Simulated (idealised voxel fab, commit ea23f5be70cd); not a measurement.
process module | voxel tone inversion
Section cut is 145 nm wide and gridded with 5 nm square cells.
Square cells in a grid make up a cross-section in this document, and the grid is given as bands, listed from the top down, each one or more rows of cells.
Top height, bottom height, nm. Materials left to right, width each, nm. Single material + "throughout" = fills band edge to edge. "empty" = empty.
Counting heights begins at 0, where everything beneath is, in the wafer as received, one material. The lowest band has no bottom; it goes on downwards, as "0..down" shows.
You'd read "30 to 40" like this: the band's top row of cells is as wide as the first number, its bottom row is as wide as the second, and going down, every row changes width by the same amount as the row before did.
Step marked "identical to before"? Then no cell in the cross-section changed in it.
Enclosed voids (no open way to top), threshold 8 cells or more, entry "Voids lacking openings", notation width x height at distance, distance from left edge, nm.
Read whatever lies past the settings on a step's line as the simulator's own remark about the step.
overlay nm: where the mask lay relative to plan, measured to the right, on steps with a mask; negatives go left.
### Steps planned for the process
1) RECEIVE, material Si
2) CONFORMAL_DEP, material SiCN, thk nm 10
3) DIRECTIONAL_DEP, material polySi, thk nm 15
4) PATTERN, tone cover, mask id POSTS, material resist, width nm 20, pitch nm 40, thk nm 25, overlay nm 0
5) DIRECTIONAL_ETCH, etch materials polySi, depth nm 15
6) STRIP, etch materials resist
7) FILL_DEP, material lowk, thk nm 5
8) CMP, height nm 25
9) STRIP, etch materials polySi
10) CONFORMAL_DEP, material TiN, thk nm 5
11) FILL_DEP, material Cu, thk nm 10
12) CMP, height nm 25
13) CONFORMAL_DEP, material SiN, thk nm 5
### This is the cross-section of the wafer as we received it, i.e. after step 1
    0..down  Si throughout
    Voids lacking openings: none
### Looking at the first of two wafers in cross-section at end of module - ran to plan
    30..25  SiN throughout
    25..15  lowk=20, TiN=5, Cu=10, TiN=5, lowk=20, TiN=5, Cu=10, TiN=5, lowk=20, TiN=5, Cu=10, TiN=5, lowk=25
    15..10  lowk=20, TiN=20, lowk=20, TiN=20, lowk=20, TiN=20, lowk=25
    10..0  SiCN throughout
    0..down  Si throughout
    Voids lacking openings: none
### Cross-sectional image of the second wafer of the two following completion of the module. Starting state and process plan were the same as for the first wafer; one execution error occurred
    30..25  SiN throughout
    25..15  Cu=15, TiN=5, lowk=20, TiN=5, Cu=10, TiN=5, lowk=20, TiN=5, Cu=10, TiN=5, lowk=20, TiN=5, Cu=20
    15..10  TiN=20, lowk=20, TiN=20, lowk=20, TiN=20, lowk=20, TiN=25
    10..0  SiCN throughout
    0..down  Si throughout
    Voids lacking openings: none
Run error: step 4 was run on a setting that differed from the plan, and what really ran there is PATTERN, tone open, mask id POSTS, material resist, width nm 20, pitch nm 40, thk nm 25, overlay nm 0
It is noted that, at the conclusion of processing, the second wafer exhibits a higher or lower cell count for certain materials relative to the first: +10 Cu; +5 TiN; -15 lowk
